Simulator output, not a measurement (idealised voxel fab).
Proc. module: voxel self aligned vias
cross-section cut | 205 nm wide | cells 5 nm
We lay out every cross-section as a grid of square cells and spell it out in bands from the top down, where one band means one or more rows of cells. The band entry comprises the height of the band's top followed by the height of its bottom, expressed in nm, and subsequently the band's materials from left to right, each stated together with its width in nm. Where a single material is marked with the word "all across", that material fills the band from edge to edge. The word "air" represents empty space. Height 0 is the level under which the wafer as received is all one material. The lowest band goes on downwards, as in "0 -> down". Note: "30 to 40" means the width goes from the first number (top row of the band) to the second number (bottom row) in equal steps per row of cells. Any step labelled "identical to before" changed none of the cells in the cross-section. Entry "Enclosed voids" = empty spaces >= 8 cells with no open way to the top; each as width x height at distance, distance from left edge, all nm. If you see something after the settings on a step's line, that's the simulator's own remark about that step. When a step includes a mask, the "overlay nm" setting on its line states how far to the right of its planned place that mask lay, and negative values state how far to the left.

The process steps that were planned are listed below
step 1: op RECEIVE | material Si
step 2: op CONFORMAL_DEP | material SiO2 | thk nm 10
step 3: op CONFORMAL_DEP | material SiCN | thk nm 5
step 4: op DIRECTIONAL_DEP | material lowk | thk nm 20
step 5: op PATTERN | tone open | mask id LINES | material resist | width nm 25 | pitch nm 65 | thk nm 20 | overlay nm 0
step 6: op DIRECTIONAL_ETCH | etch materials lowk | depth nm 20
step 7: op STRIP | etch materials resist
step 8: op CONFORMAL_DEP | material TiN | thk nm 5
step 9: op FILL_DEP | material Ru | thk nm 5
step 10: op CMP | height nm 35
step 11: op SELECTIVE_ETCH | etch materials W Ru TiN | depth nm 10
step 12: op FILL_DEP | material SiN | thk nm 5
step 13: op CMP | height nm 35
step 14: op DIRECTIONAL_DEP | material lowk | thk nm 15
step 15: op DIRECTIONAL_DEP | material aC | thk nm 10
step 16: op PATTERN | tone open | mask id VIAS | material resist | width nm 45 | thk nm 25 | overlay nm 0
step 17: op DIRECTIONAL_ETCH | etch materials aC | depth nm 10
step 18: op STRIP | etch materials resist
step 19: op DIRECTIONAL_ETCH | etch materials lowk | depth nm 15
step 20: op DIRECTIONAL_ETCH | etch materials SiN | depth nm 10
step 21: op STRIP | etch materials aC
step 22: op CONFORMAL_DEP | material TiN | thk nm 5
step 23: op FILL_DEP | material Cu | thk nm 5
step 24: op CMP | height nm 50
step 25: op CONFORMAL_DEP | material SiN | thk nm 5

Received-state cross-section, reflecting completion of step 1
* 0 -> down: Si all across
* Enclosed voids: none

Sectioned view, first of two wafers, at the close of the module, processed as intended in the plan
* 55 -> 50: SiN all across
* 50 -> 40: lowk 45  TiN 5  Cu 35  TiN 5  lowk 115
* 40 -> 35: lowk 45  TiN 15  Cu 15  TiN 15  lowk 115
* 35 -> 30: lowk 55  TiN 5  Cu 15  TiN 5  lowk 40  SiN 25  lowk 60
* 30 -> 25: lowk 55  TiN 25  lowk 40  SiN 25  lowk 60
* 25 -> 20: lowk 55  TiN 5  Ru 15  TiN 5  lowk 40  TiN 5  Ru 15  TiN 5  lowk 60
* 20 -> 15: lowk 55  TiN 25  lowk 40  TiN 25  lowk 60
* 15 -> 10: SiCN all across
* 10 -> 0: SiO2 all across
* 0 -> down: Si all across
* Enclosed voids: none

End-of-module cross-section of the second wafer: identical starting point and process plan to the first, with one processing mistake
* 55 -> 50: SiN all across
* 50 -> 35: lowk 45  TiN 5  Cu 35  TiN 5  lowk 115
* 35 -> 30: SiN 45  TiN 15  Cu 15  TiN 15  SiN 115
* 30 -> 25: lowk 55  TiN 25  lowk 40  SiN 25  lowk 60
* 25 -> 15: lowk 55  TiN 5  Ru 15  TiN 5  lowk 40  TiN 5  Ru 15  TiN 5  lowk 60
* 15 -> 10: lowk 55  TiN 25  lowk 40  TiN 25  lowk 60
* 10 -> 0: SiO2 all across
* 0 -> down: Si all across
* Enclosed voids: none
Plan not followed: plan step 3 never ran because it was skipped
At the finish, the second wafer shows more or fewer cells for some materials than the first does: 4 more of Cu, 6 more of Ru, 41 fewer of SiCN, 27 more of SiN, 4 more of TiN
